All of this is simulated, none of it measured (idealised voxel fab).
process module | voxel spacer lines
cross-section cut | 225 nm wide | cells 5 nm
A cross-section is a grid of square cells, given in bands from the top down. A band is one or more rows of cells.
Each band's line starts with the height of the band's top and of its bottom, in nm. Then come its materials from left to right, each with its width in nm. One material with "throughout" fills the band from edge to edge. "air" is empty space.
Height 0 is the level under which the wafer as received is all one material. The lowest band goes on downwards, as in "0 down".
A width such as "30 to 40" changes by the same amount from each row of cells to the next, from the band's top row to its bottom row.
"no change" after a step means that no cell of the cross-section changed.
closed voids: empty space of 8 cells or more with no open way to the top, each as width x height at its distance from the left edge, in nm
after a step's settings: what the simulator itself notes on the step
overlay nm, on a step with a mask: how far to the right of its planned place the mask lay; to the left if negative
plan
1 op RECEIVE | material Si
2 op CONFORMAL_DEP | material Al2O3 | thk nm 5
3 op DIRECTIONAL_DEP | material polySi | thk nm 20
4 op DIRECTIONAL_DEP | material aC | thk nm 20
5 op PATTERN | tone cover | mask id MANDREL | material resist | width nm 20 | pitch nm 70 | thk nm 25 | overlay nm 0
6 op DIRECTIONAL_ETCH | etch materials aC | depth nm 20
7 op STRIP | etch materials resist
8 op CONFORMAL_DEP | material SiN | thk nm 15
9 op DIRECTIONAL_ETCH | etch materials SiN | depth nm 15
10 op STRIP | etch materials aC
11 op DIRECTIONAL_ETCH | etch materials polySi | depth nm 20
12 op STRIP | etch materials SiN
first wafer, as planned
as received, after step 1
  0 down: Si throughout
  closed voids: none
after step 2
  5 to 0: Al2O3 throughout
  below 0: unchanged
after step 3
  25 to 5: polySi throughout
  below 5: unchanged
after step 4
  45 to 25: aC throughout
  below 25: unchanged
after step 5
  70 to 45: air 30 | resist 20 | air 50 | resist 20 | air 50 | resist 20 | air 35
  below 45: unchanged
after step 6
  50 to 45: air 30 | resist 20 | air 50 | resist 20 | air 50 | resist 20 | air 35
  45 to 25: air 30 | aC 20 | air 50 | aC 20 | air 50 | aC 20 | air 35
  below 25: unchanged
after step 7
  45 to 25: air 30 | aC 20 | air 50 | aC 20 | air 50 | aC 20 | air 35
  below 25: unchanged
after step 8
  60 to 45: air 15 | SiN 50 | air 20 | SiN 50 | air 20 | SiN 50 | air 20
  45 to 40: air 15 | SiN 15 | aC 20 | SiN 15 | air 20 | SiN 15 | aC 20 | SiN 15 | air 20 | SiN 15 | aC 20 | SiN 15 | air 20
  40 to 25: SiN 30 | aC 20 | SiN 50 | aC 20 | SiN 50 | aC 20 | SiN 35
  below 25: unchanged
after step 9
  45 to 25: air 15 | SiN 15 | aC 20 | SiN 15 | air 20 | SiN 15 | aC 20 | SiN 15 | air 20 | SiN 15 | aC 20 | SiN 15 | air 20
  below 25: unchanged
after step 10
  45 to 25: air 15 | SiN 15 | air 20 | SiN 15 | air 20 | SiN 15 | air 20 | SiN 15 | air 20 | SiN 15 | air 20 | SiN 15 | air 20
  below 25: unchanged
after step 11
  45 to 25: air 15 | SiN 15 | air 20 | SiN 15 | air 20 | SiN 15 | air 20 | SiN 15 | air 20 | SiN 15 | air 20 | SiN 15 | air 20
  25 to 5: air 15 | polySi 15 | air 20 | polySi 15 | air 20 | polySi 15 | air 20 | polySi 15 | air 20 | polySi 15 | air 20 | polySi 15 | air 20
  below 5: unchanged
after step 12
  25 to 5: air 15 | polySi 15 | air 20 | polySi 15 | air 20 | polySi 15 | air 20 | polySi 15 | air 20 | polySi 15 | air 20 | polySi 15 | air 20
  below 5: unchanged
second wafer: like start, like plan, one mistake. Through step 4 it matches the first wafer
when step 5 should have ended
  70 to 45: air 35 | resist 15 | air 55 | resist 15 | air 55 | resist 15 | air 35
  below 45: unchanged
when step 6 should have ended
  50 to 45: air 35 | resist 15 | air 55 | resist 15 | air 55 | resist 15 | air 35
  45 to 25: air 35 | aC 15 | air 55 | aC 15 | air 55 | aC 15 | air 35
  below 25: unchanged
when step 7 should have ended
  45 to 25: air 35 | aC 15 | air 55 | aC 15 | air 55 | aC 15 | air 35
  below 25: unchanged
when step 8 should have ended
  60 to 45: air 20 | SiN 45 | air 25 | SiN 45 | air 25 | SiN 45 | air 20
  45 to 40: air 20 | SiN 15 | aC 15 | SiN 15 | air 25 | SiN 15 | aC 15 | SiN 15 | air 25 | SiN 15 | aC 15 | SiN 15 | air 20
  40 to 25: SiN 35 | aC 15 | SiN 55 | aC 15 | SiN 55 | aC 15 | SiN 35
  below 25: unchanged
when step 9 should have ended
  45 to 25: air 20 | SiN 15 | aC 15 | SiN 15 | air 25 | SiN 15 | aC 15 | SiN 15 | air 25 | SiN 15 | aC 15 | SiN 15 | air 20
  below 25: unchanged
when step 10 should have ended
  45 to 25: air 20 | SiN 15 | air 15 | SiN 15 | air 25 | SiN 15 | air 15 | SiN 15 | air 25 | SiN 15 | air 15 | SiN 15 | air 20
  below 25: unchanged
when step 11 should have ended
  45 to 25: air 20 | SiN 15 | air 15 | SiN 15 | air 25 | SiN 15 | air 15 | SiN 15 | air 25 | SiN 15 | air 15 | SiN 15 | air 20
  25 to 5: air 20 | polySi 15 | air 15 | polySi 15 | air 25 | polySi 15 | air 15 | polySi 15 | air 25 | polySi 15 | air 15 | polySi 15 | air 20
  below 5: unchanged
when step 12 should have ended
  25 to 5: air 20 | polySi 15 | air 15 | polySi 15 | air 25 | polySi 15 | air 15 | polySi 15 | air 25 | polySi 15 | air 15 | polySi 15 | air 20
  below 5: unchanged
what went wrong: step 5 ran as: op PATTERN | tone cover | mask id MANDREL | material resist | width nm 15 | pitch nm 70 | thk nm 25 | overlay nm 0
at the end the second wafer has, in cells: as many of each material as the first, in other places
